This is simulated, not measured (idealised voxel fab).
Process module heading - voxel ribs on slabs
For reference, the cross-section in this document is cut, with width 250 nm and square cells of 5 nm.
Cross-sections here: square-cell grids, written as top-down lists of bands, a band being one or more rows of cells.
A band entry consists of two parts. The first gives the height of the band's top and the height of its bottom, in nm. The rest lists the band's materials from left to right, each with its width in nm. A single material labelled with the word "all across" fills the band from edge to edge, and the word "empty" marks empty space.
Ref level 0: as-received wafer is one material below here. Bottom band extends down with no lower bound ("0 and below").
Think of "30->40" as a width that walks from the first number to the second as you go down the band, top row to bottom row, taking equal-sized steps from row to row.
When a step is marked "no change", none of the cells in the cross-section changed during that step.
The list in "Enclosed internal voids" covers empty spaces of 8 cells or more that cannot reach the top through any open way, and it gives each as width x height at distance; the distance is from the left edge, and width, height and distance are in nm.
Anything after a step's settings on that line? It's the simulator's own note about the step.
overlay nm: mask offset rightward from planned place, masked step; negative means leftward offset.

Below is the list of planned process steps:
1. RECEIVE | material Si
2. DIRECTIONAL_DEP | material SiO2 | thk nm 30
3. DIRECTIONAL_DEP | material polySi | thk nm 20
4. PATTERN | tone cover | mask id RIB | material resist | width nm 30 | thk nm 15 | overlay nm 0
5. DIRECTIONAL_ETCH | etch materials polySi | depth nm 5
6. STRIP | etch materials resist
7. PATTERN | tone cover | mask id SLAB | material resist | width nm 80 | thk nm 15 | overlay nm 0
8. DIRECTIONAL_ETCH | etch materials polySi | depth nm 15
9. STRIP | etch materials resist
10. FILL_DEP | material SiO2 | thk nm 15
11. CMP | height nm 60
12. DIRECTIONAL_DEP | material W | thk nm 10
13. PATTERN | tone cover | mask id HEATER | material resist | width nm 40 | thk nm 20 | overlay nm 0
14. DIRECTIONAL_ETCH | etch materials W | depth nm 10
15. STRIP | etch materials resist
16. CONFORMAL_DEP | material SiO2 | thk nm 5

First wafer, two in total, run as planned:

Shown in cross-section is the wafer as received, that is, as it stands after step 1:
> 0 and below | Si all across
> Enclosed internal voids: none

How the wafer stands in section after step 2:
> 30 down to 0 | SiO2 all across
> No changes below 0.

How the wafer stands in section after step 3:
> 50 down to 30 | polySi all across
> No changes below 30.

How the wafer stands in section after step 4:
> 65 down to 50 | 110 empty, 30 resist, 110 empty
> No changes below 50.

How the wafer stands in section after step 5:
> 65 down to 50 | 110 empty, 30 resist, 110 empty
> 50 down to 45 | 110 empty, 30 polySi, 110 empty
> No changes below 45.

How the wafer stands in section after step 6:
> 50 down to 45 | 110 empty, 30 polySi, 110 empty
> No changes below 45.

How the wafer stands in section after step 7:
> 65 down to 50 | 85 empty, 80 resist, 85 empty
> 50 down to 45 | 85 empty, 25 resist, 30 polySi, 25 resist, 85 empty
> No changes below 45.

How the wafer stands in section after step 8:
> 65 down to 50 | 85 empty, 80 resist, 85 empty
> 50 down to 45 | 85 empty, 25 resist, 30 polySi, 25 resist, 85 empty
> 45 down to 30 | 85 empty, 80 polySi, 85 empty
> No changes below 30.

How the wafer stands in section after step 9:
> 50 down to 45 | 110 empty, 30 polySi, 110 empty
> No changes below 45.

How the wafer stands in section after step 10:
> 65 down to 50 | SiO2 all across
> 50 down to 45 | 110 SiO2, 30 polySi, 110 SiO2
> 45 down to 30 | 85 SiO2, 80 polySi, 85 SiO2
> No changes below 30.

How the wafer stands in section after step 11:
> 60 down to 50 | SiO2 all across
> No changes below 50.

How the wafer stands in section after step 12:
> 70 down to 60 | W all across
> No changes below 60.

How the wafer stands in section after step 13:
> 90 down to 70 | 105 empty, 40 resist, 105 empty
> No changes below 70.

How the wafer stands in section after step 14:
> 90 down to 70 | 105 empty, 40 resist, 105 empty
> 70 down to 60 | 105 empty, 40 W, 105 empty
> No changes below 60.

How the wafer stands in section after step 15:
> 70 down to 60 | 105 empty, 40 W, 105 empty
> No changes below 60.

How the wafer stands in section after step 16:
> 75 down to 70 | 100 empty, 50 SiO2, 100 empty
> 70 down to 65 | 100 empty, 5 SiO2, 40 W, 5 SiO2, 100 empty
> 65 down to 60 | 105 SiO2, 40 W, 105 SiO2
> No changes below 60.

The second wafer: identical to the first at the outset and in its planned sequence, differing only in that one mistake was made during processing; up to and including step 13, its path is the first wafer's path:

The second wafer cut through, at the time step 14 was supposed to be finished:
> 90 down to 70 | 105 empty, 40 resist, 105 empty
> 70 down to 65 | 105 empty, 40 W, 105 empty
> No changes below 65.

The second wafer cut through, at the time step 15 was supposed to be finished:
> 70 down to 65 | 105 empty, 40 W, 105 empty
> No changes below 65.

The second wafer cut through, at the time step 16 was supposed to be finished:
> 75 down to 70 | 100 empty, 50 SiO2, 100 empty
> 70 down to 65 | 105 SiO2, 40 W, 105 SiO2
> No changes below 65.
Which mistake was made when the wafer was run? step 14: run off-plan, actual operation and settings DIRECTIONAL_ETCH | etch materials W | depth nm 5
The second wafer ends with more or fewer cells of some materials than the first, per final count: SiO2: 2 fewer, W: 42 more
